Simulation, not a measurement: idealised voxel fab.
process module | voxel capacitor over wiring
cross-section cut | 230 nm wide | cells 5 nm
A cross-section is a grid of square cells, given in bands from the top down. A band is one or more rows of cells.
Each band's line starts with the height of the band's top and of its bottom, in nm. Then come its materials from left to right, each with its width in nm. One material with "throughout" fills the band from edge to edge. "air" is empty space.
Height 0 is the level under which the wafer as received is all one material. The lowest band goes on downwards, as in "0 down".
A width such as "30 to 40" changes by the same amount from each row of cells to the next, from the band's top row to its bottom row.
"no change" after a step means that no cell of the cross-section changed.
closed voids: empty space of 8 cells or more with no open way to the top, each as width x height at its distance from the left edge, in nm
after a step's settings: what the simulator itself notes on the step
overlay nm, on a step with a mask: how far to the right of its planned place the mask lay; to the left if negative
plan
1 op RECEIVE | material Si
2 op CONFORMAL_DEP | material SiO2 | thk nm 15
3 op CONFORMAL_DEP | material SiN | thk nm 5
4 op DIRECTIONAL_DEP | material SiO2 | thk nm 15
5 op MASKED_ETCH | tone open | mask id METAL_1 | width nm 20 | pitch nm 90 | etch materials SiO2 | depth nm 15 | overlay nm 0
6 op MASKED_ETCH | tone open | mask id METAL_1 | width nm 20 | pitch nm 90 | etch materials SiN | depth nm 5 | overlay nm 0
7 op CONFORMAL_DEP | material TiN | thk nm 5
8 op FILL_DEP | material Cu | thk nm 5
9 op CMP | height nm 35
10 op CONFORMAL_DEP | material SiCN | thk nm 5
11 op DIRECTIONAL_DEP | material SiO2 | thk nm 15
12 op MASKED_ETCH | tone open | mask id PLUG_1 | width nm 15 | etch materials SiO2 | depth nm 15 | overlay nm 0
13 op MASKED_ETCH | tone open | mask id PLUG_1 | width nm 15 | etch materials SiCN | depth nm 5 | overlay nm 0
14 op CONFORMAL_DEP | material TiN | thk nm 5
15 op FILL_DEP | material Ru | thk nm 5
16 op CMP | height nm 55
17 op DIRECTIONAL_DEP | material TiN | thk nm 10
18 op DIRECTIONAL_DEP | material HfO2 | thk nm 5
19 op DIRECTIONAL_DEP | material TiN | thk nm 10
20 op MASKED_ETCH | tone cover | mask id UPPER_PLATE | width nm 75 | etch materials TiN | depth nm 10 | overlay nm 0
21 op MASKED_ETCH | tone cover | mask id UPPER_PLATE | width nm 75 | etch materials HfO2 | depth nm 5 | overlay nm 0
22 op MASKED_ETCH | tone cover | mask id LOWER_PLATE | width nm 85 | etch materials TiN | depth nm 10 | overlay nm 0
23 op FILL_DEP | material SiO2 | thk nm 20
24 op CMP | height nm 95
25 op PATTERN | tone open | mask id PLUG_2 | material resist | width nm 15 | thk nm 15 | overlay nm 0
26 op DIRECTIONAL_ETCH | etch materials SiO2 | depth nm 15
27 op STRIP | etch materials resist
28 op CONFORMAL_DEP | material TiN | thk nm 5
29 op FILL_DEP | material W | thk nm 5
30 op CMP | height nm 95
31 op CONFORMAL_DEP | material SiN | thk nm 5
first wafer, as planned
as received, after step 1
  0 down: Si throughout
  closed voids: none
after step 2
  15 to 0: SiO2 throughout
  below 0: unchanged
after step 3
  20 to 15: SiN throughout
  below 15: unchanged
after step 4
  35 to 20: SiO2 throughout
  below 20: unchanged
after step 5
  35 to 20: SiO2 60 | air 20 | SiO2 70 | air 20 | SiO2 60
  below 20: unchanged
after step 6
  35 to 20: SiO2 60 | air 20 | SiO2 70 | air 20 | SiO2 60
  20 to 15: SiN 60 | air 20 | SiN 70 | air 20 | SiN 60
  below 15: unchanged
after step 7
  40 to 35: TiN 65 | air 10 | TiN 80 | air 10 | TiN 65
  35 to 20: SiO2 60 | TiN 5 | air 10 | TiN 5 | SiO2 70 | TiN 5 | air 10 | TiN 5 | SiO2 60
  20 to 15: SiN 60 | TiN 20 | SiN 70 | TiN 20 | SiN 60
  below 15: unchanged
after step 8
  45 to 40: Cu throughout
  40 to 35: TiN 65 | Cu 10 | TiN 80 | Cu 10 | TiN 65
  35 to 20: SiO2 60 | TiN 5 | Cu 10 | TiN 5 | SiO2 70 | TiN 5 | Cu 10 | TiN 5 | SiO2 60
  below 20: unchanged
after step 9
  35 to 20: SiO2 60 | TiN 5 | Cu 10 | TiN 5 | SiO2 70 | TiN 5 | Cu 10 | TiN 5 | SiO2 60
  below 20: unchanged
after step 10
  40 to 35: SiCN throughout
  below 35: unchanged
after step 11
  55 to 40: SiO2 throughout
  below 40: unchanged
after step 12
  55 to 40: SiO2 65 | air 15 | SiO2 150
  below 40: unchanged
after step 13
  55 to 40: SiO2 65 | air 15 | SiO2 150
  40 to 35: SiCN 65 | air 15 | SiCN 150
  below 35: unchanged
after step 14
  60 to 55: TiN 70 | air 5 | TiN 155
  55 to 40: SiO2 65 | TiN 5 | air 5 | TiN 5 | SiO2 150
  40 to 35: SiCN 65 | TiN 15 | SiCN 150
  below 35: unchanged
after step 15
  65 to 60: Ru throughout
  60 to 55: TiN 70 | Ru 5 | TiN 155
  55 to 40: SiO2 65 | TiN 5 | Ru 5 | TiN 5 | SiO2 150
  below 40: unchanged
after step 16
  55 to 40: SiO2 65 | TiN 5 | Ru 5 | TiN 5 | SiO2 150
  below 40: unchanged
after step 17
  65 to 55: TiN throughout
  below 55: unchanged
after step 18
  70 to 65: HfO2 throughout
  below 65: unchanged
after step 19
  80 to 70: TiN throughout
  below 70: unchanged
after step 20
  80 to 70: air 65 | TiN 75 | air 90
  below 70: unchanged
after step 21
  80 to 70: air 65 | TiN 75 | air 90
  70 to 65: air 65 | HfO2 75 | air 90
  below 65: unchanged
after step 22
  80 to 70: air 65 | TiN 75 | air 90
  70 to 65: air 65 | HfO2 75 | air 90
  65 to 55: air 60 | TiN 85 | air 85
  below 55: unchanged
after step 23
  100 to 80: SiO2 throughout
  80 to 70: SiO2 65 | TiN 75 | SiO2 90
  70 to 65: SiO2 65 | HfO2 75 | SiO2 90
  65 to 55: SiO2 60 | TiN 85 | SiO2 85
  below 55: unchanged
after step 24
  95 to 80: SiO2 throughout
  below 80: unchanged
after step 25
  110 to 95: resist 75 | air 15 | resist 140
  below 95: unchanged
after step 26
  110 to 95: resist 75 | air 15 | resist 140
  95 to 80: SiO2 75 | air 15 | SiO2 140
  below 80: unchanged
after step 27
  95 to 80: SiO2 75 | air 15 | SiO2 140
  below 80: unchanged
after step 28
  100 to 95: TiN 80 | air 5 | TiN 145
  95 to 85: SiO2 75 | TiN 5 | air 5 | TiN 5 | SiO2 140
  85 to 80: SiO2 75 | TiN 15 | SiO2 140
  below 80: unchanged
after step 29
  105 to 100: W throughout
  100 to 95: TiN 80 | W 5 | TiN 145
  95 to 85: SiO2 75 | TiN 5 | W 5 | TiN 5 | SiO2 140
  below 85: unchanged
after step 30
  95 to 85: SiO2 75 | TiN 5 | W 5 | TiN 5 | SiO2 140
  below 85: unchanged
after step 31
  100 to 95: SiN throughout
  below 95: unchanged
second wafer: like start, like plan, one mistake. Through step 30 it matches the first wafer
when step 31 should have ended
  100 to 95: SiO2 throughout
  below 95: unchanged
what went wrong: step 31 ran as: op CONFORMAL_DEP | material SiO2 | thk nm 5
at the end the second wafer has, in cells: 46 fewer of SiN | 46 more of SiO2
